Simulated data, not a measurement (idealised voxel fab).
Process module name: voxel fin reveal
We display cut, a cross-section 270 nm in width whose square cells are each 5 nm.
For the purposes of this document, a cross-section shall be understood as a grid of square cells, specified as bands listed in top-to-bottom order, each band consisting of one or more rows of cells. Read a band's entry like this: the first values are the height of its top and the height of its bottom in nm, and what follows is the sequence of materials from left to right, each with its width in nm. Note that "empty" is empty space, and that a single material marked "everywhere" reaches across the band from edge to edge. Note: height 0 marks the level under which the wafer is uniformly one material as received. Lowest band unbounded below, written "0..down". It should be noted that a width expressed as "30..40" varies in equal increments from row to row of cells within the band, taking the value of the first number at the top row and that of the second number at the bottom row. Where the words "no alteration" appear for a step, the cross-section shows no cell changed by that step; every cell remained as before. Reported under the label "Fully enclosed voids" are the empty spaces having no open way to the top and comprising 8 cells or more; the notation for each is width x height at distance, in which the distance is measured from the left edge and all three values are in nm. Where a step's line continues beyond its settings, the continuation is a remark by the simulator itself on that step. overlay nm, on a step with a mask: how far to the right of its planned place the mask lay; to the left if negative.

The steps planned for the process are as follows:
1: RECEIVE [material Si]
2: CONFORMAL_DEP [material SiN] [thk nm 5]
3: PATTERN [tone cover] [mask id FINS] [material resist] [width nm 15] [pitch nm 45] [thk nm 20] [overlay nm 0]
4: DIRECTIONAL_ETCH [etch materials SiN] [depth nm 5]
5: DIRECTIONAL_ETCH [etch materials Si] [depth nm 30]
6: STRIP [etch materials resist]
7: FILL_DEP [material SiO2] [thk nm 15]
8: CMP [height nm 5]
9: SELECTIVE_ETCH [etch materials SiO2] [depth nm 15]
10: STRIP [etch materials SiN]
11: CONFORMAL_DEP [material HfO2] [thk nm 5]

This is the cross-section of the wafer as we received it, i.e. after step 1:
* 0..down | Si everywhere
* Fully enclosed voids: none

Cross-sectional image of the first of two wafers at the end of the module, the run having proceeded as planned:
* 5..0 | empty (75) | HfO2 (25) | empty (20) | HfO2 (25) | empty (20) | HfO2 (25) | empty (80)
* 0..-5 | empty (75) | HfO2 (5) | Si (15) | HfO2 (5) | empty (20) | HfO2 (5) | Si (15) | HfO2 (5) | empty (20) | HfO2 (5) | Si (15) | HfO2 (5) | empty (80)
* -5..-10 | HfO2 (80) | Si (15) | HfO2 (30) | Si (15) | HfO2 (30) | Si (15) | HfO2 (85)
* -10..-30 | SiO2 (80) | Si (15) | SiO2 (30) | Si (15) | SiO2 (30) | Si (15) | SiO2 (85)
* -30..down | Si everywhere
* Fully enclosed voids: none

Second wafer of the two, sectioned at the end of the module. It began like the first and followed the same plan, but one mistake was made while running it:
* 5..0 | empty (75) | HfO2 (25) | empty (20) | HfO2 (25) | empty (20) | HfO2 (25) | empty (80)
* 0..-5 | empty (75) | HfO2 (5) | Si (15) | HfO2 (5) | empty (20) | HfO2 (5) | Si (15) | HfO2 (5) | empty (20) | HfO2 (5) | Si (15) | HfO2 (5) | empty (80)
* -5..-10 | HfO2 (80) | Si (15) | HfO2 (30) | Si (15) | HfO2 (30) | Si (15) | HfO2 (85)
* -10..-20 | SiO2 (80) | Si (15) | SiO2 (30) | Si (15) | SiO2 (30) | Si (15) | SiO2 (85)
* -20..down | Si everywhere
* Fully enclosed voids: none
Diagnosis: the process deviated at step 5: the operation and settings actually run there were DIRECTIONAL_ETCH [etch materials Si] [depth nm 20]
The closing comparison, in cells, has the second wafer with more or fewer of some materials than the first: 90 more of Si | 90 fewer of SiO2
